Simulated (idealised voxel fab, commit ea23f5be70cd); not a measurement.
voxel capacitor over wiring: a process module
Section shown: cut. Width: 205 nm. Cell size: 5 nm, square.
For the purposes of this document, a cross-section shall be understood as a grid of square cells, specified as bands listed in top-to-bottom order, each band consisting of one or more rows of cells. The entry gives the band's vertical extent as a top height and a bottom height in nm, then its horizontal make-up as materials from left to right, each with a width in nm. "empty" stands for empty space; a single material marked "throughout" fills the band edge to edge. Measure heights from 0. That's the level where, below it, the as-received wafer is all one material. The lowest band is bottomless and extends downward; write it as in "0 and below". With a width like "30->40", each row of cells in the band differs from the next by the same amount, the top row carrying the first number and the bottom row the second. Given "no modification" for a step, no cell of the cross-section differs between before and after that step. "Non-vented voids" specifies each empty space that is not open to the top and that occupies no fewer than 8 cells, using the form width x height at distance, the distance measured from the left edge and all three quantities in nm. Past the settings on a step's line: simulator remark, on that step. On any step carrying a mask, the "overlay nm" setting, if present on the step's line, tells how far right of its planned place the mask lay; negative values point to the left.
-- Planned process steps
1 RECEIVE | material Si
2 CONFORMAL_DEP | material SiO2 | thk nm 10
3 DIRECTIONAL_DEP | material TiN | thk nm 5
4 DIRECTIONAL_DEP | material Ru | thk nm 20
5 DIRECTIONAL_DEP | material aC | thk nm 10
6 PATTERN | tone cover | mask id METAL_1 | material resist | width nm 30 | pitch nm 90 | thk nm 30 | overlay nm 0
7 DIRECTIONAL_ETCH | etch materials aC | depth nm 10
8 STRIP | etch materials resist
9 DIRECTIONAL_ETCH | etch materials Ru | depth nm 20
10 DIRECTIONAL_ETCH | etch materials TiN | depth nm 5
11 STRIP | etch materials aC
12 FILL_DEP | material lowk | thk nm 10
13 CMP | height nm 35
14 CONFORMAL_DEP | material SiCN | thk nm 5
15 DIRECTIONAL_DEP | material lowk | thk nm 15
16 DIRECTIONAL_DEP | material aC | thk nm 10
17 PATTERN | tone open | mask id PLUG_1 | material resist | width nm 15 | thk nm 30 | overlay nm 0
18 DIRECTIONAL_ETCH | etch materials aC | depth nm 10
19 STRIP | etch materials resist
20 DIRECTIONAL_ETCH | etch materials lowk | depth nm 15
21 DIRECTIONAL_ETCH | etch materials SiCN | depth nm 5
22 STRIP | etch materials aC
23 EPI | material Ru | thk nm 10
24 EPI | material Ru | thk nm 10
25 DIRECTIONAL_DEP | material TiN | thk nm 10
26 DIRECTIONAL_DEP | material HfO2 | thk nm 5
27 DIRECTIONAL_DEP | material TiN | thk nm 5
28 DIRECTIONAL_DEP | material aC | thk nm 10
29 PATTERN | tone cover | mask id UPPER_PLATE | material resist | width nm 65 | thk nm 30 | overlay nm 0
30 DIRECTIONAL_ETCH | etch materials aC | depth nm 10
31 STRIP | etch materials resist
32 DIRECTIONAL_ETCH | etch materials TiN | depth nm 5
33 DIRECTIONAL_ETCH | etch materials HfO2 | depth nm 5
34 STRIP | etch materials aC
35 PATTERN | tone cover | mask id LOWER_PLATE | material resist | width nm 75 | thk nm 20 | overlay nm 0
36 DIRECTIONAL_ETCH | etch materials TiN | depth nm 10
37 STRIP | etch materials resist
38 FILL_DEP | material SiO2 | thk nm 15
39 CMP | height nm 85
40 PATTERN | tone open | mask id PLUG_2 | material resist | width nm 15 | thk nm 15 | overlay nm 0
41 DIRECTIONAL_ETCH | etch materials SiO2 | depth nm 10
42 STRIP | etch materials resist
43 CONFORMAL_DEP | material TiN | thk nm 5
44 FILL_DEP | material Cu | thk nm 10
45 CMP | height nm 85
46 CONFORMAL_DEP | material SiCN | thk nm 5
-- Step 1 complete: cross-section of the wafer as received
	0 and below  Si throughout
	Non-vented voids: none
-- End-of-module XS, first of two wafers, run as planned
	90 down to 85  SiCN throughout
	85 down to 80  SiO2 65 nm, then TiN 5 nm, then Cu 5 nm, then TiN 5 nm, then SiO2 125 nm
	80 down to 70  SiO2 65->55 nm, then TiN 15->65 nm, then SiO2 125->85 nm
	70 down to 65  SiO2 55 nm, then HfO2 65 nm, then SiO2 85 nm
	65 down to 55  SiO2 50 nm, then TiN 75 nm, then SiO2 80 nm
	55 down to 40  lowk 55 nm, then Ru 15 nm, then lowk 135 nm
	40 down to 35  SiCN 55 nm, then Ru 15 nm, then SiCN 135 nm
	35 down to 15  lowk 40 nm, then Ru 30 nm, then lowk 60 nm, then Ru 30 nm, then lowk 45 nm
	15 down to 10  lowk 40 nm, then TiN 30 nm, then lowk 60 nm, then TiN 30 nm, then lowk 45 nm
	10 down to 0  SiO2 throughout
	0 and below  Si throughout
	Non-vented voids: none
-- Cross-section, second wafer: same start as the first, same plan as the first, one mistake in running it; taken at the end of the module
	90 down to 85  SiCN throughout
	85 down to 80  SiO2 65 nm, then TiN 5 nm, then Cu 5 nm, then TiN 5 nm, then SiO2 125 nm
	80 down to 70  SiO2 65->55 nm, then TiN 15->70 nm, then SiO2 125->80 nm
	70 down to 65  SiO2 55 nm, then HfO2 70 nm, then SiO2 80 nm
	65 down to 55  SiO2 50 nm, then TiN 75 nm, then SiO2 80 nm
	55 down to 40  lowk 55 nm, then Ru 15 nm, then lowk 135 nm
	40 down to 35  SiCN 55 nm, then Ru 15 nm, then SiCN 135 nm
	35 down to 15  lowk 40 nm, then Ru 30 nm, then lowk 60 nm, then Ru 30 nm, then lowk 45 nm
	15 down to 10  lowk 40 nm, then TiN 30 nm, then lowk 60 nm, then TiN 30 nm, then lowk 45 nm
	10 down to 0  SiO2 throughout
	0 and below  Si throughout
	Non-vented voids: none
Here's what went sideways: step 29 ran differently from the plan; actual operation with settings: PATTERN | tone cover | mask id UPPER_PLATE | material resist | width nm 70 | thk nm 30 | overlay nm 0
Wafer comparison, final, in cells, second relative to first, materials more or fewer: HfO2: 1 more, SiO2: 2 fewer, TiN: 1 more
